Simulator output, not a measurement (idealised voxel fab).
process module | voxel fin reveal
Cross-sectional view cut (width: 275 nm; square cell size: 5 nm).
This document writes a cross-section as a grid whose cells are square, and gives it as bands, listed from the top down; one or more rows of cells form a band. Band: top and bottom heights (nm) first, top before bottom; then materials from left to right, widths in nm. "everywhere" marks a sole material filling the band edge to edge. "air" denotes empty space. Heights are measured from 0, the level below which the as-received wafer is all one material; the lowest band has no bottom and continues downward, written as in "0..down". So if you see something like "30->40" for the width, read it as the top row of the band sitting at the first number and the bottom row at the second, with every row in between moving by the same amount as the last. What does "no modifications" mean for a step? It means no cell of the cross-section changed in that step. The list in "Internal closed voids" covers empty spaces of 8 cells or more that cannot reach the top through any open way, and it gives each as width x height at distance; the distance is from the left edge, and width, height and distance are in nm. It should be noted that, on the line of a given step, the content following the step's settings is a remark produced by the simulator itself with respect to that step. The line of a step may include "overlay nm". On a step with a mask, this value is how far to the right of its planned place the mask lay. A negative value means the mask lay to the left.

**This section lists the process steps that were planned**
step 1: RECEIVE (material Si)
step 2: CONFORMAL_DEP (material SiN; thk nm 5)
step 3: MASKED_ETCH (tone cover; mask id FINS; width nm 15; pitch nm 35; etch materials SiN; depth nm 5; overlay nm 0)
step 4: MASKED_ETCH (tone cover; mask id FINS; width nm 15; pitch nm 35; etch materials Si; depth nm 40; overlay nm 0)
step 5: OXIDIZE (depth nm 5)
step 6: FILL_DEP (material SiO2; thk nm 15)
step 7: CMP (height nm 5)
step 8: SELECTIVE_ETCH (etch materials SiO2; depth nm 20)
step 9: STRIP (etch materials SiN)

**Step 1 complete: cross-section of the wafer as received**
0..down  Si everywhere
Internal closed voids: none

**First of two wafers at the end of the module, shown in cross-section; run carried out as planned**
0..-15  air (80), Si (5), air (30), Si (5), air (30), Si (5), air (30), Si (5), air (85)
-15..-45  SiO2 (80), Si (5), SiO2 (30), Si (5), SiO2 (30), Si (5), SiO2 (30), Si (5), SiO2 (85)
-45..down  Si everywhere
Internal closed voids: none

**Cross-section, wafer two of two, end of module: same start and plan as wafer one, one error in execution**
-5..-15  air (80), Si (5), air (30), Si (5), air (30), Si (5), air (30), Si (5), air (85)
-15..-45  SiO2 (80), Si (5), SiO2 (30), Si (5), SiO2 (30), Si (5), SiO2 (30), Si (5), SiO2 (85)
-45..down  Si everywhere
Internal closed voids: none
Processing error: plan step 2: skipped, not run
Count the cells at the end and the second wafer has more or fewer of some materials than the first: -4 Si
